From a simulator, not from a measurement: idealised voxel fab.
Presented below is a process module, voxel released beams.
Cross-section cut spans 215 nm and uses square cells 5 nm in size.
Format of a cross-section: grid, square cells. Given as bands. Order: top down. Band: one or more rows of cells.
Read a band's entry like this: the first values are the height of its top and the height of its bottom in nm, and what follows is the sequence of materials from left to right, each with its width in nm. Note that "empty" is empty space, and that a single material marked "edge to edge" reaches across the band from edge to edge.
Heads up on the height convention: 0 is the point under which the incoming wafer is all one material, and the lowest band has no bottom, it just keeps going down, like "0 and below".
The expression "30 to 40" gives the width at the extremes of the band, the first number at its top row of cells and the second at its bottom row, with the width changing by equal amounts from each row to the next in between.
Key: "nothing different" - step with no changed cell in the cross-section.
So "Encapsulated voids" is basically the list of trapped voids: any empty space of 8 cells or more that can't reach the top through an opening. They're written width x height at distance, the distance being from the left edge, and it's all nm.
On each step's line, the part that comes after the settings is the simulator's own comment on the step.
overlay nm: right-of-plan distance of the mask on a masked step; negative values mean left-of-plan.
## Process steps foreseen in the plan
| 1 | RECEIVE [material Si] |
| 2 | CONFORMAL_DEP [material SiN] [thk nm 5] |
| 3 | DIRECTIONAL_DEP [material SiO2] [thk nm 15] |
| 4 | DIRECTIONAL_DEP [material aC] [thk nm 15] |
| 5 | PATTERN [tone open] [mask id ANCHOR] [material resist] [width nm 30] [thk nm 35] [overlay nm 0] |
| 6 | DIRECTIONAL_ETCH [etch materials aC] [depth nm 15] |
| 7 | STRIP [etch materials resist] |
| 8 | DIRECTIONAL_ETCH [etch materials SiO2] [depth nm 15] |
| 9 | STRIP [etch materials aC] |
| 10 | CONFORMAL_DEP [material TiN] [thk nm 10] |
| 11 | DIRECTIONAL_DEP [material aC] [thk nm 10] |
| 12 | PATTERN [tone cover] [mask id BEAM] [material resist] [width nm 105] [thk nm 30] [overlay nm 0] |
| 13 | DIRECTIONAL_ETCH [etch materials aC] [depth nm 10] |
| 14 | STRIP [etch materials resist] |
| 15 | DIRECTIONAL_ETCH [etch materials TiN] [depth nm 10] |
| 16 | STRIP [etch materials aC] |
| 17 | STRIP [etch materials SiO2] |
## So this is the incoming wafer in cross-section - it's already been through step 1
	0 and below | Si edge to edge
	Encapsulated voids: none
## Cross-sectional image of the first of two wafers at the end of the module, the run having proceeded as planned
	30 down to 20 | empty: 50, TiN: 15, empty: 10, TiN: 80, empty: 60
	20 down to 15 | empty: 55, TiN: 10, empty: 10, TiN: 10, empty: 130
	15 down to 5 | empty: 55, TiN: 30, empty: 130
	5 down to 0 | SiN edge to edge
	0 and below | Si edge to edge
	Encapsulated voids: none
## Second wafer cross-section at end of module - shared start and plan with the first, one mistake in the run
	30 down to 20 | empty: 50, TiN: 10, empty: 20, TiN: 75, empty: 60
	20 down to 15 | empty: 50, TiN: 10, empty: 20, TiN: 10, empty: 125
	15 down to 5 | empty: 50, TiN: 40, empty: 125
	5 down to 0 | SiN edge to edge
	0 and below | Si edge to edge
	Encapsulated voids: none
In executing the process, a mistake was made relative to the plan: heads up, step 5 didn't go per plan, it actually ran as PATTERN [tone open] [mask id ANCHOR] [material resist] [width nm 40] [thk nm 35] [overlay nm 0]
Both wafers, final: cells per material equal; arrangement not.
